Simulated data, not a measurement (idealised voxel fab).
process module | voxel self aligned contacts
cross-section cut | 300 nm wide | cells 5 nm
A cross-section is a grid of square cells, given in bands from the top down. A band is one or more rows of cells.
Each band's line starts with the height of the band's top and of its bottom, in nm. Then come its materials from left to right, each with its width in nm. One material with "throughout" fills the band from edge to edge. "air" is empty space.
Height 0 is the level under which the wafer as received is all one material. The lowest band goes on downwards, as in "0 down".
A width such as "30 to 40" changes by the same amount from each row of cells to the next, from the band's top row to its bottom row.
"no change" after a step means that no cell of the cross-section changed.
closed voids: empty space of 8 cells or more with no open way to the top, each as width x height at its distance from the left edge, in nm
after a step's settings: what the simulator itself notes on the step
overlay nm, on a step with a mask: how far to the right of its planned place the mask lay; to the left if negative
plan
1 op RECEIVE | material Si
2 op OXIDIZE | depth nm 5
3 op DIRECTIONAL_DEP | material polySi | thk nm 25
4 op DIRECTIONAL_DEP | material SiN | thk nm 25
5 op MASKED_ETCH | tone cover | mask id GATE | width nm 30 | pitch nm 75 | etch materials SiN | depth nm 25 | overlay nm 0
6 op MASKED_ETCH | tone cover | mask id GATE | width nm 30 | pitch nm 75 | etch materials polySi | depth nm 25 | overlay nm 0
7 op CONFORMAL_DEP | material SiN | thk nm 10
8 op DIRECTIONAL_ETCH | etch materials SiN | depth nm 10
9 op FILL_DEP | material SiO2 | thk nm 15
10 op CMP | height nm 55
11 op PATTERN | tone open | mask id CONTACT | material resist | width nm 55 | pitch nm 75 | thk nm 15 | overlay nm 0
12 op DIRECTIONAL_ETCH | etch materials SiO2 | depth nm 60
13 op STRIP | etch materials resist
14 op CONFORMAL_DEP | material TiN | thk nm 5
15 op FILL_DEP | material W | thk nm 5
16 op CMP | height nm 55
17 op CONFORMAL_DEP | material SiN | thk nm 5
first wafer, as planned
as received, after step 1
  0 down: Si throughout
  closed voids: none
after step 2
  0 to -5: SiO2 throughout
  below -5: unchanged
after step 3
  25 to 0: polySi throughout
  below 0: unchanged
after step 4
  50 to 25: SiN throughout
  below 25: unchanged
after step 5
  50 to 25: air 60 | SiN 30 | air 45 | SiN 30 | air 45 | SiN 30 | air 60
  below 25: unchanged
after step 6
  50 to 25: air 60 | SiN 30 | air 45 | SiN 30 | air 45 | SiN 30 | air 60
  25 to 0: air 60 | polySi 30 | air 45 | polySi 30 | air 45 | polySi 30 | air 60
  below 0: unchanged
after step 7
  60 to 25: air 50 | SiN 50 | air 25 | SiN 50 | air 25 | SiN 50 | air 50
  25 to 10: air 50 | SiN 10 | polySi 30 | SiN 10 | air 25 | SiN 10 | polySi 30 | SiN 10 | air 25 | SiN 10 | polySi 30 | SiN 10 | air 50
  10 to 0: SiN 60 | polySi 30 | SiN 45 | polySi 30 | SiN 45 | polySi 30 | SiN 60
  below 0: unchanged
after step 8
  50 to 25: air 50 | SiN 50 | air 25 | SiN 50 | air 25 | SiN 50 | air 50
  25 to 0: air 50 | SiN 10 | polySi 30 | SiN 10 | air 25 | SiN 10 | polySi 30 | SiN 10 | air 25 | SiN 10 | polySi 30 | SiN 10 | air 50
  below 0: unchanged
after step 9
  65 to 50: SiO2 throughout
  50 to 25: SiO2 50 | SiN 50 | SiO2 25 | SiN 50 | SiO2 25 | SiN 50 | SiO2 50
  25 to 0: SiO2 50 | SiN 10 | polySi 30 | SiN 10 | SiO2 25 | SiN 10 | polySi 30 | SiN 10 | SiO2 25 | SiN 10 | polySi 30 | SiN 10 | SiO2 50
  below 0: unchanged
after step 10
  55 to 50: SiO2 throughout
  below 50: unchanged
after step 11
  70 to 55: resist 85 | air 55 | resist 20 | air 55 | resist 85
  below 55: unchanged
after step 12
  70 to 55: resist 85 | air 55 | resist 20 | air 55 | resist 85
  55 to 50: SiO2 85 | air 55 | SiO2 20 | air 55 | SiO2 85
  50 to 25: SiO2 50 | SiN 50 | air 25 | SiN 50 | air 25 | SiN 50 | SiO2 50
  25 to 0: SiO2 50 | SiN 10 | polySi 30 | SiN 10 | air 25 | SiN 10 | polySi 30 | SiN 10 | air 25 | SiN 10 | polySi 30 | SiN 10 | SiO2 50
  0 to -5: SiO2 100 | air 25 | SiO2 50 | air 25 | SiO2 100
  below -5: unchanged
after step 13
  55 to 50: SiO2 85 | air 55 | SiO2 20 | air 55 | SiO2 85
  below 50: unchanged
after step 14
  60 to 55: TiN 90 | air 45 | TiN 30 | air 45 | TiN 90
  55 to 50: SiO2 85 | TiN 20 | air 15 | TiN 20 | SiO2 20 | TiN 20 | air 15 | TiN 20 | SiO2 85
  50 to 25: SiO2 50 | SiN 50 | TiN 5 | air 15 | TiN 5 | SiN 50 | TiN 5 | air 15 | TiN 5 | SiN 50 | SiO2 50
  25 to 0: SiO2 50 | SiN 10 | polySi 30 | SiN 10 | TiN 5 | air 15 | TiN 5 | SiN 10 | polySi 30 | SiN 10 | TiN 5 | air 15 | TiN 5 | SiN 10 | polySi 30 | SiN 10 | SiO2 50
  0 to -5: SiO2 100 | TiN 25 | SiO2 50 | TiN 25 | SiO2 100
  below -5: unchanged
after step 15
  65 to 60: W throughout
  60 to 55: TiN 90 | W 45 | TiN 30 | W 45 | TiN 90
  55 to 50: SiO2 85 | TiN 20 | W 15 | TiN 20 | SiO2 20 | TiN 20 | W 15 | TiN 20 | SiO2 85
  50 to 25: SiO2 50 | SiN 50 | TiN 5 | W 15 | TiN 5 | SiN 50 | TiN 5 | W 15 | TiN 5 | SiN 50 | SiO2 50
  25 to 0: SiO2 50 | SiN 10 | polySi 30 | SiN 10 | TiN 5 | W 15 | TiN 5 | SiN 10 | polySi 30 | SiN 10 | TiN 5 | W 15 | TiN 5 | SiN 10 | polySi 30 | SiN 10 | SiO2 50
  below 0: unchanged
after step 16
  55 to 50: SiO2 85 | TiN 20 | W 15 | TiN 20 | SiO2 20 | TiN 20 | W 15 | TiN 20 | SiO2 85
  below 50: unchanged
after step 17
  60 to 55: SiN throughout
  below 55: unchanged
second wafer: like start, like plan, one mistake. Through step 1 it matches the first wafer
when step 2 should have ended
  0 to -15: SiO2 throughout
  below -15: unchanged
when step 3 should have ended
  25 to 0: polySi throughout
  below 0: unchanged
when step 4 should have ended
  50 to 25: SiN throughout
  below 25: unchanged
when step 5 should have ended
  50 to 25: air 60 | SiN 30 | air 45 | SiN 30 | air 45 | SiN 30 | air 60
  below 25: unchanged
when step 6 should have ended
  50 to 25: air 60 | SiN 30 | air 45 | SiN 30 | air 45 | SiN 30 | air 60
  25 to 0: air 60 | polySi 30 | air 45 | polySi 30 | air 45 | polySi 30 | air 60
  below 0: unchanged
when step 7 should have ended
  60 to 25: air 50 | SiN 50 | air 25 | SiN 50 | air 25 | SiN 50 | air 50
  25 to 10: air 50 | SiN 10 | polySi 30 | SiN 10 | air 25 | SiN 10 | polySi 30 | SiN 10 | air 25 | SiN 10 | polySi 30 | SiN 10 | air 50
  10 to 0: SiN 60 | polySi 30 | SiN 45 | polySi 30 | SiN 45 | polySi 30 | SiN 60
  below 0: unchanged
when step 8 should have ended
  50 to 25: air 50 | SiN 50 | air 25 | SiN 50 | air 25 | SiN 50 | air 50
  25 to 0: air 50 | SiN 10 | polySi 30 | SiN 10 | air 25 | SiN 10 | polySi 30 | SiN 10 | air 25 | SiN 10 | polySi 30 | SiN 10 | air 50
  below 0: unchanged
when step 9 should have ended
  65 to 50: SiO2 throughout
  50 to 25: SiO2 50 | SiN 50 | SiO2 25 | SiN 50 | SiO2 25 | SiN 50 | SiO2 50
  25 to 0: SiO2 50 | SiN 10 | polySi 30 | SiN 10 | SiO2 25 | SiN 10 | polySi 30 | SiN 10 | SiO2 25 | SiN 10 | polySi 30 | SiN 10 | SiO2 50
  below 0: unchanged
when step 10 should have ended
  55 to 50: SiO2 throughout
  below 50: unchanged
when step 11 should have ended
  70 to 55: resist 85 | air 55 | resist 20 | air 55 | resist 85
  below 55: unchanged
when step 12 should have ended
  70 to 55: resist 85 | air 55 | resist 20 | air 55 | resist 85
  55 to 50: SiO2 85 | air 55 | SiO2 20 | air 55 | SiO2 85
  50 to 25: SiO2 50 | SiN 50 | air 25 | SiN 50 | air 25 | SiN 50 | SiO2 50
  25 to 0: SiO2 50 | SiN 10 | polySi 30 | SiN 10 | air 25 | SiN 10 | polySi 30 | SiN 10 | air 25 | SiN 10 | polySi 30 | SiN 10 | SiO2 50
  0 to -5: SiO2 100 | air 25 | SiO2 50 | air 25 | SiO2 100
  below -5: unchanged
when step 13 should have ended
  55 to 50: SiO2 85 | air 55 | SiO2 20 | air 55 | SiO2 85
  below 50: unchanged
when step 14 should have ended
  60 to 55: TiN 90 | air 45 | TiN 30 | air 45 | TiN 90
  55 to 50: SiO2 85 | TiN 20 | air 15 | TiN 20 | SiO2 20 | TiN 20 | air 15 | TiN 20 | SiO2 85
  50 to 25: SiO2 50 | SiN 50 | TiN 5 | air 15 | TiN 5 | SiN 50 | TiN 5 | air 15 | TiN 5 | SiN 50 | SiO2 50
  25 to 0: SiO2 50 | SiN 10 | polySi 30 | SiN 10 | TiN 5 | air 15 | TiN 5 | SiN 10 | polySi 30 | SiN 10 | TiN 5 | air 15 | TiN 5 | SiN 10 | polySi 30 | SiN 10 | SiO2 50
  0 to -5: SiO2 100 | TiN 25 | SiO2 50 | TiN 25 | SiO2 100
  below -5: unchanged
when step 15 should have ended
  65 to 60: W throughout
  60 to 55: TiN 90 | W 45 | TiN 30 | W 45 | TiN 90
  55 to 50: SiO2 85 | TiN 20 | W 15 | TiN 20 | SiO2 20 | TiN 20 | W 15 | TiN 20 | SiO2 85
  50 to 25: SiO2 50 | SiN 50 | TiN 5 | W 15 | TiN 5 | SiN 50 | TiN 5 | W 15 | TiN 5 | SiN 50 | SiO2 50
  25 to 0: SiO2 50 | SiN 10 | polySi 30 | SiN 10 | TiN 5 | W 15 | TiN 5 | SiN 10 | polySi 30 | SiN 10 | TiN 5 | W 15 | TiN 5 | SiN 10 | polySi 30 | SiN 10 | SiO2 50
  below 0: unchanged
when step 16 should have ended
  55 to 50: SiO2 85 | TiN 20 | W 15 | TiN 20 | SiO2 20 | TiN 20 | W 15 | TiN 20 | SiO2 85
  below 50: unchanged
when step 17 should have ended
  60 to 55: SiN throughout
  below 55: unchanged
what went wrong: step 2 ran as: op OXIDIZE | depth nm 15
at the end the second wafer has, in cells: 120 fewer of Si | 120 more of SiO2
